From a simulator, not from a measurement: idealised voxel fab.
Process module, titled voxel capacitor over wiring
It is cross-section cut that appears here, measuring 285 nm in width, its square cells being 5 nm in size.
Format of a cross-section: grid, square cells. Given as bands. Order: top down. Band: one or more rows of cells. What a band's entry tells you: where the top is and where the bottom is, as heights in nm, and after that what lies inside, material by material from left to right, each with its width in nm. Empty space is written as the word "air", and a single material marked with the word "all across" occupies the band from edge to edge. Heads up on the height convention: 0 is the point under which the incoming wafer is all one material, and the lowest band has no bottom, it just keeps going down, like "0 and below". Read "30 to 40" as a graded width: first number on top, second number at the bottom, same change between each pair of neighbouring rows. What does "everything unchanged" mean for a step? It means no cell of the cross-section changed in that step. You'll see "Closed cavities" listing empty spaces that have no way open to the top, as long as they're 8 cells or more; the notation is width x height at distance, where the distance is from the left edge, and all of it is in nm. Text after the settings on a step's line: the simulator's own remark on that step. The optional step-line setting "overlay nm" applies to steps with a mask and quantifies how far to the right of its planned location the mask lay, a negative value indicating leftward placement.
**Steps in the process plan**
1) RECEIVE,material Si
2) CONFORMAL_DEP,material SiO2,thk nm 10
3) CONFORMAL_DEP,material SiN,thk nm 5
4) DIRECTIONAL_DEP,material SiO2,thk nm 20
5) MASKED_ETCH,tone open,mask id METAL_1,width nm 30,pitch nm 90,etch materials SiO2,depth nm 20,overlay nm 0
6) MASKED_ETCH,tone open,mask id METAL_1,width nm 30,pitch nm 90,etch materials SiN,depth nm 5,overlay nm 0
7) CONFORMAL_DEP,material TiN,thk nm 5
8) FILL_DEP,material W,thk nm 5
9) CMP,height nm 35
10) CONFORMAL_DEP,material SiCN,thk nm 5
11) DIRECTIONAL_DEP,material SiO2,thk nm 15
12) PATTERN,tone open,mask id PLUG_1,material resist,width nm 15,thk nm 15,overlay nm 0
13) DIRECTIONAL_ETCH,etch materials SiO2,depth nm 15
14) DIRECTIONAL_ETCH,etch materials SiCN,depth nm 5
15) STRIP,etch materials resist
16) EPI,material Ru,thk nm 10
17) EPI,material Ru,thk nm 10
18) DIRECTIONAL_DEP,material TiN,thk nm 10
19) DIRECTIONAL_DEP,material SiN,thk nm 5
20) DIRECTIONAL_DEP,material TiN,thk nm 5
21) DIRECTIONAL_DEP,material aC,thk nm 15
22) PATTERN,tone cover,mask id UPPER_PLATE,material resist,width nm 65,thk nm 30,overlay nm 0
23) DIRECTIONAL_ETCH,etch materials aC,depth nm 15
24) STRIP,etch materials resist
25) DIRECTIONAL_ETCH,etch materials TiN,depth nm 5
26) DIRECTIONAL_ETCH,etch materials SiN,depth nm 5
27) STRIP,etch materials aC
28) DIRECTIONAL_DEP,material aC,thk nm 15
29) PATTERN,tone cover,mask id LOWER_PLATE,material resist,width nm 75,thk nm 35,overlay nm 0
30) DIRECTIONAL_ETCH,etch materials aC,depth nm 15
31) STRIP,etch materials resist
32) DIRECTIONAL_ETCH,etch materials TiN,depth nm 10
33) STRIP,etch materials aC
34) FILL_DEP,material SiO2,thk nm 15
35) CMP,height nm 85
36) DIRECTIONAL_DEP,material aC,thk nm 15
37) PATTERN,tone open,mask id PLUG_2,material resist,width nm 15,thk nm 35,overlay nm 0
38) DIRECTIONAL_ETCH,etch materials aC,depth nm 15
39) STRIP,etch materials resist
40) DIRECTIONAL_ETCH,etch materials SiO2,depth nm 10
41) STRIP,etch materials aC
42) CONFORMAL_DEP,material TiN,thk nm 5
43) FILL_DEP,material Ru,thk nm 5
44) CMP,height nm 85
45) CONFORMAL_DEP,material SiN,thk nm 5
**So this is the incoming wafer in cross-section - it's already been through step 1**
* 0 and below = Si all across
* Closed cavities: none
**Post-module cross-section of the first of two wafers (run per plan)**
* 90 down to 85 = SiN all across
* 85 down to 80 = SiO2=105, TiN=5, Ru=5, TiN=5, SiO2=165
* 80 down to 70 = SiO2=105 to 95, TiN=15 to 65, SiO2=165 to 125
* 70 down to 65 = SiO2=95, SiN=65, SiO2=125
* 65 down to 55 = SiO2=90, TiN=75, SiO2=120
* 55 down to 40 = SiO2=95, Ru=15, SiO2=175
* 40 down to 35 = SiCN=95, Ru=15, SiCN=175
* 35 down to 15 = SiO2=80, TiN=5, W=20, TiN=5, SiO2=60, TiN=5, W=20, TiN=5, SiO2=85
* 15 down to 10 = SiN=80, TiN=30, SiN=60, TiN=30, SiN=85
* 10 down to 0 = SiO2 all across
* 0 and below = Si all across
* Closed cavities: none
**Second wafer of the two, sectioned at the end of the module. It began like the first and followed the same plan, but one mistake was made while running it**
* 90 down to 85 = SiN all across
* 85 down to 80 = SiO2=105, TiN=5, SiN=50, SiO2=125
* 80 down to 75 = SiO2=90, TiN=5, SiO2=10, TiN=60, SiO2=120
* 75 down to 70 = SiO2=90, TiN=75, SiO2=120
* 70 down to 65 = SiO2=95, SiN=15, SiO2=175
* 65 down to 55 = SiO2=95, TiN=15, SiO2=175
* 55 down to 40 = SiO2 all across
* 40 down to 35 = SiCN all across
* 35 down to 15 = SiO2=80, TiN=5, W=20, TiN=5, SiO2=60, TiN=5, W=20, TiN=5, SiO2=85
* 15 down to 10 = SiN=80, TiN=30, SiN=60, TiN=30, SiN=85
* 10 down to 0 = SiO2 all across
* 0 and below = Si all across
* Closed cavities: none
Finding, execution versus plan: it should be noted that step 11 of the plan was executed twice
Heads up, by the end the second wafer has more or fewer cells of some materials compared to the first: 13 fewer of Ru, 3 more of SiCN, 23 more of SiO2, 13 fewer of TiN
